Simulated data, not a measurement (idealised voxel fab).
Proc. module: voxel released beams
Shown is cross-section cut, with a width of 170 nm and square cells of size 5 nm.
This document writes a cross-section as a grid whose cells are square, and gives it as bands, listed from the top down; one or more rows of cells form a band. Band: top height; bottom height; in nm. Then, left to right: material with width in nm, for each material. "all across": a single material spanning edge to edge. "empty": empty space. Where do heights start? At 0: under that level the wafer as delivered is made of one material only. And the lowest band has no floor; it just carries on downward, as in "from 0 down". Width "30..40": first value at the band's top row of cells, second value at its bottom row, equal change from row to row. The cross-section has no changed cell in any step marked "remains unaltered". "Listed closed voids" lists enclosed empty spaces (at least 8 cells, no open path upward to the top), each as width x height at distance from the left edge, in nm. Anything after a step's settings on that line? It's the simulator's own note about the step. You can add "overlay nm" to a step's line. For a step with a mask, it describes how far the mask lay to the right of its planned position, and a negative number describes a lay to the left.

-- The process steps that were planned are listed below
1: RECEIVE, material Si
2: CONFORMAL_DEP, material SiN, thk nm 5
3: DIRECTIONAL_DEP, material SiO2, thk nm 20
4: DIRECTIONAL_DEP, material aC, thk nm 15
5: PATTERN, tone open, mask id ANCHOR, material resist, width nm 45, thk nm 30, overlay nm 0
6: DIRECTIONAL_ETCH, etch materials aC, depth nm 15
7: STRIP, etch materials resist
8: DIRECTIONAL_ETCH, etch materials SiO2, depth nm 20
9: STRIP, etch materials aC
10: CONFORMAL_DEP, material polySi, thk nm 15
11: DIRECTIONAL_DEP, material aC, thk nm 10
12: PATTERN, tone cover, mask id BEAM, material resist, width nm 80, thk nm 25, overlay nm 0
13: DIRECTIONAL_ETCH, etch materials aC, depth nm 10
14: STRIP, etch materials resist
15: DIRECTIONAL_ETCH, etch materials polySi, depth nm 15
16: STRIP, etch materials aC
17: STRIP, etch materials SiO2
Same starting wafers, different width nm at step 12. Plan value belongs to the first wafer.

-- Cross-sectional view of the first of several wafers in the as-received condition, corresponding to the state following step 1
from 0 down: Si all across
Listed closed voids: none

-- Each row below is a wafer at the end of the module, listing for every material the number of cells it has gained (+) or lost (-) since it was received, followed by its closed voids
width nm 80 | +34 SiN | +72 polySi | Listed closed voids: none
width nm 85 | +34 SiN | +75 polySi | Listed closed voids: none
width nm 90 | +34 SiN | +78 polySi | Listed closed voids: none
width nm 95 | +34 SiN | +81 polySi | Listed closed voids: none
width nm 100 | +34 SiN | +84 polySi | Listed closed voids: none
width nm 105 | +34 SiN | +87 polySi | Listed closed voids: none
